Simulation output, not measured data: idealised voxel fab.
process module | voxel spacer lines
The cross-section shown here is cut; it is 295 nm wide and divided into square cells measuring 5 nm on a side.
Cross-section spec: square-cell grid; bands listed top down; each band is one or more rows. Within each band entry, the heights of the top and of the bottom of the band appear first, in that order and in nm; the materials of the band then follow from left to right, each with its corresponding width in nm. The designation "everywhere" on a single material indicates that it fills the band from edge to edge; the designation "blank" indicates empty space. Height reference: 0 = level under which incoming wafer is all one material. Lowest band: no bottom, runs on downward, e.g. "0 -> down". The notation "30->40" denotes a width that varies across the rows of cells in the band, beginning at the first number in the top row, finishing at the second number in the bottom row, and changing by an identical amount from each row to the next. Step marked "no change"? Then no cell in the cross-section changed in it. Entry "Sealed void inventory". Content: empty spaces with no open connection to the top, size 8 cells or greater. Each: width x height at distance. Distance: from left edge. Unit: nm. Step line, after settings: the simulator's comment on this step. overlay nm: mask right of planned place by this much (step with mask). Neg. = left.
The steps planned for the process are as follows:
- 1: RECEIVE,material Si
- 2: CONFORMAL_DEP,material SiO2,thk nm 5
- 3: DIRECTIONAL_DEP,material W,thk nm 15
- 4: DIRECTIONAL_DEP,material polySi,thk nm 20
- 5: PATTERN,tone cover,mask id MANDREL,material resist,width nm 15,pitch nm 60,thk nm 25,overlay nm -15
- 6: DIRECTIONAL_ETCH,etch materials polySi,depth nm 20
- 7: STRIP,etch materials resist
- 8: CONFORMAL_DEP,material SiN,thk nm 15
- 9: DIRECTIONAL_ETCH,etch materials SiN,depth nm 15
- 10: STRIP,etch materials polySi
- 11: DIRECTIONAL_ETCH,etch materials W,depth nm 15
- 12: STRIP,etch materials SiN
Across this set of wafers, the varied parameter is the overlay nm of step 5. Starting conditions are identical for every wafer, and the plan reports the value assigned to the first wafer.
Cross-section of the first incoming wafer of several, state after step 1:
  0 -> down | Si everywhere
  Sealed void inventory: none
End of module: cross-section of the first of several wafers after step 12, the last step:
  20 -> 5 | blank: 50, then W: 15, then blank: 15, then W: 15, then blank: 15, then W: 15, then blank: 15, then W: 15, then blank: 15, then W: 15, then blank: 15, then W: 15, then blank: 80
  5 -> 0 | SiO2 everywhere
  0 -> down | Si everywhere
  Sealed void inventory: none
Cross-section, last wafer, module completion:
  20 -> 5 | blank: 80, then W: 15, then blank: 15, then W: 15, then blank: 15, then W: 15, then blank: 15, then W: 15, then blank: 15, then W: 15, then blank: 15, then W: 15, then blank: 50
  5 -> 0 | SiO2 everywhere
  0 -> down | Si everywhere
  Sealed void inventory: none
The rows of the table below are wafers. Looking at the end of the module, a row counts, for every material, the cells the wafer has gained, shown as (+), or lost, shown as (-), since it was received; its closed voids come next:
overlay nm -15 | +59 SiO2 | +54 W | Sealed void inventory: none
overlay nm -10 | +59 SiO2 | +54 W | Sealed void inventory: none
overlay nm -5 | +59 SiO2 | +54 W | Sealed void inventory: none
overlay nm 0 | +59 SiO2 | +54 W | Sealed void inventory: none
overlay nm 5 | +59 SiO2 | +54 W | Sealed void inventory: none
overlay nm 10 | +59 SiO2 | +54 W | Sealed void inventory: none
overlay nm 15 | +59 SiO2 | +54 W | Sealed void inventory: none
